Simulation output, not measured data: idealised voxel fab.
Name of the process module below: voxel self aligned vias
Cross-section cut spans 250 nm and uses square cells 5 nm in size.
When this document writes out a cross-section, it uses a grid of square cells and lists it as bands, beginning at the top and moving down, with a band standing for one or more rows of cells.
For a band, the entry starts with two heights in nm, that of the top and then that of the bottom, and carries on with the band's materials in order from left to right, each alongside its width in nm; the word "all across" beside a single material means it fills the band edge to edge, and "empty" means empty space.
Heights are measured from 0, the level below which the as-received wafer is all one material; the lowest band has no bottom and continues downward, written as in "top 0, no bottom".
The two numbers in a width such as "30..40" mark its ends across the band: the first belongs to the top row of cells, the second to the bottom row, and from each row to the next the width moves by the same amount.
The cross-section has no changed cell in any step marked "left unchanged".
Entry "Fully sealed voids". Content: empty spaces with no open connection to the top, size 8 cells or greater. Each: width x height at distance. Distance: from left edge. Unit: nm.
Read whatever lies past the settings on a step's line as the simulator's own remark about the step.
For masked steps, "overlay nm" on the step line gives how far right of plan the mask actually lay; a minus sign means it lay to the left.
[Process steps - plan]
1 RECEIVE with material Si
2 CONFORMAL_DEP with material SiO2, thk nm 15
3 CONFORMAL_DEP with material SiCN, thk nm 5
4 DIRECTIONAL_DEP with material lowk, thk nm 25
5 MASKED_ETCH with tone open, mask id LINES, width nm 25, pitch nm 60, etch materials lowk, depth nm 25, overlay nm 0
6 CONFORMAL_DEP with material TiN, thk nm 5
7 FILL_DEP with material Ru, thk nm 5
8 CMP with height nm 45
9 SELECTIVE_ETCH with etch materials W Ru TiN, depth nm 10
10 FILL_DEP with material SiN, thk nm 5
11 CMP with height nm 45
12 DIRECTIONAL_DEP with material lowk, thk nm 20
13 PATTERN with tone open, mask id VIAS, material resist, width nm 45, thk nm 20, overlay nm 0
14 DIRECTIONAL_ETCH with etch materials lowk, depth nm 20
15 DIRECTIONAL_ETCH with etch materials SiN, depth nm 10
16 STRIP with etch materials resist
17 CONFORMAL_DEP with material TiN, thk nm 5
18 FILL_DEP with material Ru, thk nm 5
19 CMP with height nm 65
20 CONFORMAL_DEP with material SiCN, thk nm 5
[This is the cross-section of the wafer as we received it, i.e. after step 1]
* top 0, no bottom: Si all across
* Fully sealed voids: none
[Final wafer profile in cross-section after the module, from the same start and plan as above, with one mistake made during processing]
* top 70, bottom 65: SiCN all across
* top 65, bottom 50: 65 lowk, 5 TiN, 35 Ru, 5 TiN, 140 lowk
* top 50, bottom 45: 65 lowk, 20 TiN, 15 Ru, 10 TiN, 140 lowk
* top 45, bottom 40: 80 lowk, 5 TiN, 15 Ru, 5 TiN, 35 lowk, 25 SiN, 85 lowk
* top 40, bottom 35: 80 lowk, 25 TiN, 35 lowk, 25 SiN, 85 lowk
* top 35, bottom 25: 80 lowk, 5 TiN, 15 Ru, 5 TiN, 35 lowk, 5 TiN, 15 Ru, 5 TiN, 85 lowk
* top 25, bottom 20: 80 lowk, 25 TiN, 35 lowk, 25 TiN, 85 lowk
* top 20, bottom 15: SiCN all across
* top 15, bottom 0: SiO2 all across
* top 0, no bottom: Si all across
* Fully sealed voids: none
The plan and the run diverged here: step 13 deviated from plan and actually ran as PATTERN with tone open, mask id VIAS, material resist, width nm 45, thk nm 20, overlay nm -5
